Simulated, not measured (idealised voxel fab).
voxel gate over fins: a process module
It is cross-section cut that appears here, measuring 255 nm in width, its square cells being 5 nm in size.
Cross-section = grid of square cells, listed top down in bands; band = one or more rows. Read a band's entry like this: the first values are the height of its top and the height of its bottom in nm, and what follows is the sequence of materials from left to right, each with its width in nm. Note that "blank" is empty space, and that a single material marked "throughout" reaches across the band from edge to edge. Basically, 0 is our baseline, since under it the wafer straight out of the box is all one material. The bottom band has no lower end and keeps on going down, so it looks like "0 and below". The two numbers in a width such as "30 to 40" mark its ends across the band: the first belongs to the top row of cells, the second to the bottom row, and from each row to the next the width moves by the same amount. Step note "same as before" = no cross-section cell changed. Heads up: "Closed-off voids" only lists the empty pockets with no open path to the top that are 8 cells or more, and it writes them as width x height at distance, distance from the left edge, in nm. Past the settings on a step's line: simulator remark, on that step. overlay nm: on a step with a mask, how far right of its planned place the mask lay; negative means left.
Intended process steps:
| 1 | RECEIVE: material Si |
| 2 | CONFORMAL_DEP: material SiN, thk nm 5 |
| 3 | PATTERN: tone cover, mask id FINS, material resist, width nm 15, pitch nm 35, thk nm 20, overlay nm 0 |
| 4 | DIRECTIONAL_ETCH: etch materials SiN, depth nm 5 |
| 5 | DIRECTIONAL_ETCH: etch materials Si, depth nm 40 |
| 6 | STRIP: etch materials resist |
| 7 | OXIDIZE: depth nm 5 |
| 8 | FILL_DEP: material SiO2, thk nm 10 |
| 9 | CMP: height nm 5 |
| 10 | SELECTIVE_ETCH: etch materials SiO2, depth nm 15 |
| 11 | STRIP: etch materials SiN |
| 12 | CONFORMAL_DEP: material HfO2, thk nm 5 |
| 13 | CONFORMAL_DEP: material TiN, thk nm 5 |
| 14 | CONFORMAL_DEP: material TiAl, thk nm 5 |
| 15 | CONFORMAL_DEP: material TiN, thk nm 5 |
| 16 | FILL_DEP: material W, thk nm 15 |
| 17 | CMP: height nm 30 |
| 18 | CONFORMAL_DEP: material SiCN, thk nm 10 |
What follows covers the first of two wafers; it ran as planned:
This is the cross-section of the wafer as we received it, i.e. after step 1:
* 0 and below | Si throughout
* Closed-off voids: none
Step 2 done - wafer cross-section:
* 5 down to 0 | SiN throughout
* Nothing below the height 0 has changed.
Step 3 done - wafer cross-section:
* 25 down to 5 | blank=65  resist=15  blank=20  resist=15  blank=20  resist=15  blank=20  resist=15  blank=70
* Nothing below the height 5 has changed.
Step 4 done - wafer cross-section:
* 25 down to 5 | blank=65  resist=15  blank=20  resist=15  blank=20  resist=15  blank=20  resist=15  blank=70
* 5 down to 0 | blank=65  SiN=15  blank=20  SiN=15  blank=20  SiN=15  blank=20  SiN=15  blank=70
* Nothing below the height 0 has changed.
Step 5 done - wafer cross-section:
* 25 down to 5 | blank=65  resist=15  blank=20  resist=15  blank=20  resist=15  blank=20  resist=15  blank=70
* 5 down to 0 | blank=65  SiN=15  blank=20  SiN=15  blank=20  SiN=15  blank=20  SiN=15  blank=70
* 0 down to -40 | blank=65  Si=15  blank=20  Si=15  blank=20  Si=15  blank=20  Si=15  blank=70
* Nothing below the height -40 has changed.
Step 6 done - wafer cross-section:
* 5 down to 0 | blank=65  SiN=15  blank=20  SiN=15  blank=20  SiN=15  blank=20  SiN=15  blank=70
* Nothing below the height 0 has changed.
Step 7 done - wafer cross-section:
* 5 down to 0 | blank=65  SiN=15  blank=20  SiN=15  blank=20  SiN=15  blank=20  SiN=15  blank=70
* 0 down to -40 | blank=65  SiO2=5  Si=5  SiO2=5  blank=20  SiO2=5  Si=5  SiO2=5  blank=20  SiO2=5  Si=5  SiO2=5  blank=20  SiO2=5  Si=5  SiO2=5  blank=70
* -40 down to -45 | SiO2=70  Si=5  SiO2=30  Si=5  SiO2=30  Si=5  SiO2=30  Si=5  SiO2=75
* Nothing below the height -45 has changed.
Step 8 done - wafer cross-section:
* 15 down to 5 | SiO2 throughout
* 5 down to 0 | SiO2=65  SiN=15  SiO2=20  SiN=15  SiO2=20  SiN=15  SiO2=20  SiN=15  SiO2=70
* 0 down to -45 | SiO2=70  Si=5  SiO2=30  Si=5  SiO2=30  Si=5  SiO2=30  Si=5  SiO2=75
* Nothing below the height -45 has changed.
Step 9 done - wafer cross-section:
* 5 down to 0 | SiO2=65  SiN=15  SiO2=20  SiN=15  SiO2=20  SiN=15  SiO2=20  SiN=15  SiO2=70
* Nothing below the height 0 has changed.
Step 10 done - wafer cross-section:
* 5 down to 0 | blank=65  SiN=15  blank=20  SiN=15  blank=20  SiN=15  blank=20  SiN=15  blank=70
* 0 down to -10 | blank=70  Si=5  blank=30  Si=5  blank=30  Si=5  blank=30  Si=5  blank=75
* Nothing below the height -10 has changed.
Step 11 done - wafer cross-section:
* 0 down to -10 | blank=70  Si=5  blank=30  Si=5  blank=30  Si=5  blank=30  Si=5  blank=75
* Nothing below the height -10 has changed.
Step 12 done - wafer cross-section:
* 5 down to 0 | blank=65  HfO2=15  blank=20  HfO2=15  blank=20  HfO2=15  blank=20  HfO2=15  blank=70
* 0 down to -5 | blank=65  HfO2=5  Si=5  HfO2=5  blank=20  HfO2=5  Si=5  HfO2=5  blank=20  HfO2=5  Si=5  HfO2=5  blank=20  HfO2=5  Si=5  HfO2=5  blank=70
* -5 down to -10 | HfO2=70  Si=5  HfO2=30  Si=5  HfO2=30  Si=5  HfO2=30  Si=5  HfO2=75
* Nothing below the height -10 has changed.
Step 13 done - wafer cross-section:
* 10 down to 5 | blank=60  TiN=25  blank=10  TiN=25  blank=10  TiN=25  blank=10  TiN=25  blank=65
* 5 down to 0 | blank=60  TiN=5  HfO2=15  TiN=5  blank=10  TiN=5  HfO2=15  TiN=5  blank=10  TiN=5  HfO2=15  TiN=5  blank=10  TiN=5  HfO2=15  TiN=5  blank=65
* 0 down to -5 | TiN=65  HfO2=5  Si=5  HfO2=5  TiN=20  HfO2=5  Si=5  HfO2=5  TiN=20  HfO2=5  Si=5  HfO2=5  TiN=20  HfO2=5  Si=5  HfO2=5  TiN=70
* Nothing below the height -5 has changed.
Step 14 done - wafer cross-section:
* 15 down to 10 | blank=55  TiAl=140  blank=60
* 10 down to 5 | blank=55  TiAl=5  TiN=25  TiAl=10  TiN=25  TiAl=10  TiN=25  TiAl=10  TiN=25  TiAl=5  blank=60
* 5 down to 0 | TiAl=60  TiN=5  HfO2=15  TiN=5  TiAl=10  TiN=5  HfO2=15  TiN=5  TiAl=10  TiN=5  HfO2=15  TiN=5  TiAl=10  TiN=5  HfO2=15  TiN=5  TiAl=65
* Nothing below the height 0 has changed.
Step 15 done - wafer cross-section:
* 20 down to 15 | blank=50  TiN=150  blank=55
* 15 down to 10 | blank=50  TiN=5  TiAl=140  TiN=5  blank=55
* 10 down to 5 | TiN=55  TiAl=5  TiN=25  TiAl=10  TiN=25  TiAl=10  TiN=25  TiAl=10  TiN=25  TiAl=5  TiN=60
* Nothing below the height 5 has changed.
Step 16 done - wafer cross-section:
* 35 down to 20 | W throughout
* 20 down to 15 | W=50  TiN=150  W=55
* 15 down to 10 | W=50  TiN=5  TiAl=140  TiN=5  W=55
* Nothing below the height 10 has changed.
Step 17 done - wafer cross-section:
* 30 down to 20 | W throughout
* Nothing below the height 20 has changed.
Step 18 done - wafer cross-section:
* 40 down to 30 | SiCN throughout
* Nothing below the height 30 has changed.
Okay, second wafer. Nothing different at the start, nothing different in the plan, just one mistake somewhere in the running. As far as step 13, counting that step, it's the first wafer all over again:
Cross-section: second wafer, time at which step 14 was scheduled to end: same as before
Cross-section: second wafer, time at which step 15 was scheduled to end:
* 15 down to 5 | blank=55  TiN=140  blank=60
* 5 down to 0 | TiN=65  HfO2=15  TiN=20  HfO2=15  TiN=20  HfO2=15  TiN=20  HfO2=15  TiN=70
* Nothing below the height 0 has changed.
Cross-section: second wafer, time at which step 16 was scheduled to end:
* 30 down to 15 | W throughout
* 15 down to 5 | W=55  TiN=140  W=60
* Nothing below the height 5 has changed.
Cross-section: second wafer, time at which step 17 was scheduled to end: same as before
Cross-section: second wafer, time at which step 18 was scheduled to end:
* 40 down to 30 | SiCN throughout
* Nothing below the height 30 has changed.
Plan not followed: step 14 of the plan was omitted and not executed
Final comparison by cell count, materials where the second wafer has more or fewer than the first: TiAl -67, TiN +12, W +55
